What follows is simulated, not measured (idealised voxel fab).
process module | voxel self aligned contacts
cross-section cut | 220 nm wide | cells 5 nm
A cross-section is a grid of square cells, given in bands from the top down. A band is one or more rows of cells.
Each band's line starts with the height of the band's top and of its bottom, in nm. Then come its materials from left to right, each with its width in nm. One material with "throughout" fills the band from edge to edge. "air" is empty space.
Height 0 is the level under which the wafer as received is all one material. The lowest band goes on downwards, as in "0 down".
A width such as "30 to 40" changes by the same amount from each row of cells to the next, from the band's top row to its bottom row.
"no change" after a step means that no cell of the cross-section changed.
closed voids: empty space of 8 cells or more with no open way to the top, each as width x height at its distance from the left edge, in nm
after a step's settings: what the simulator itself notes on the step
overlay nm, on a step with a mask: how far to the right of its planned place the mask lay; to the left if negative
plan
1 op RECEIVE | material Si
2 op CONFORMAL_DEP | material SiO2 | thk nm 5
3 op DIRECTIONAL_DEP | material polySi | thk nm 30
4 op DIRECTIONAL_DEP | material SiN | thk nm 15
5 op PATTERN | tone cover | mask id GATE | material resist | width nm 25 | pitch nm 55 | thk nm 20 | overlay nm 0
6 op DIRECTIONAL_ETCH | etch materials SiN | depth nm 15
7 op DIRECTIONAL_ETCH | etch materials polySi | depth nm 30
8 op STRIP | etch materials resist
9 op CONFORMAL_DEP | material SiN | thk nm 5
10 op DIRECTIONAL_ETCH | etch materials SiN | depth nm 5
11 op FILL_DEP | material SiO2 | thk nm 10
12 op CMP | height nm 55
13 op PATTERN | tone open | mask id CONTACT | material resist | width nm 40 | pitch nm 55 | thk nm 20 | overlay nm 0
14 op DIRECTIONAL_ETCH | etch materials SiO2 | depth nm 55
15 op STRIP | etch materials resist
16 op CONFORMAL_DEP | material TiN | thk nm 5
17 op FILL_DEP | material W | thk nm 5
18 op CMP | height nm 55
19 op CONFORMAL_DEP | material SiCN | thk nm 5
as received, after step 1
  0 down: Si throughout
  closed voids: none
a wafer at the end: this start, this plan, one mistake
  60 to 55: SiCN throughout
  55 to 45: SiO2 35 | SiN 35 | TiN 5 | W 10 | TiN 5 | SiN 35 | TiN 5 | W 10 | TiN 5 | SiN 35 | SiO2 40
  45 to 20: SiO2 35 | SiN 5 | polySi 25 | SiN 5 | TiN 5 | W 10 | TiN 5 | SiN 5 | polySi 25 | SiN 5 | TiN 5 | W 10 | TiN 5 | SiN 5 | polySi 25 | SiN 5 | SiO2 40
  20 to 15: SiO2 35 | SiN 5 | polySi 25 | SiN 5 | TiN 20 | SiN 5 | polySi 25 | SiN 5 | TiN 20 | SiN 5 | polySi 25 | SiN 5 | SiO2 40
  15 to 5: polySi throughout
  5 to 0: SiO2 throughout
  0 down: Si throughout
  closed voids: none
what went wrong: step 3 ran as: op DIRECTIONAL_DEP | material polySi | thk nm 40
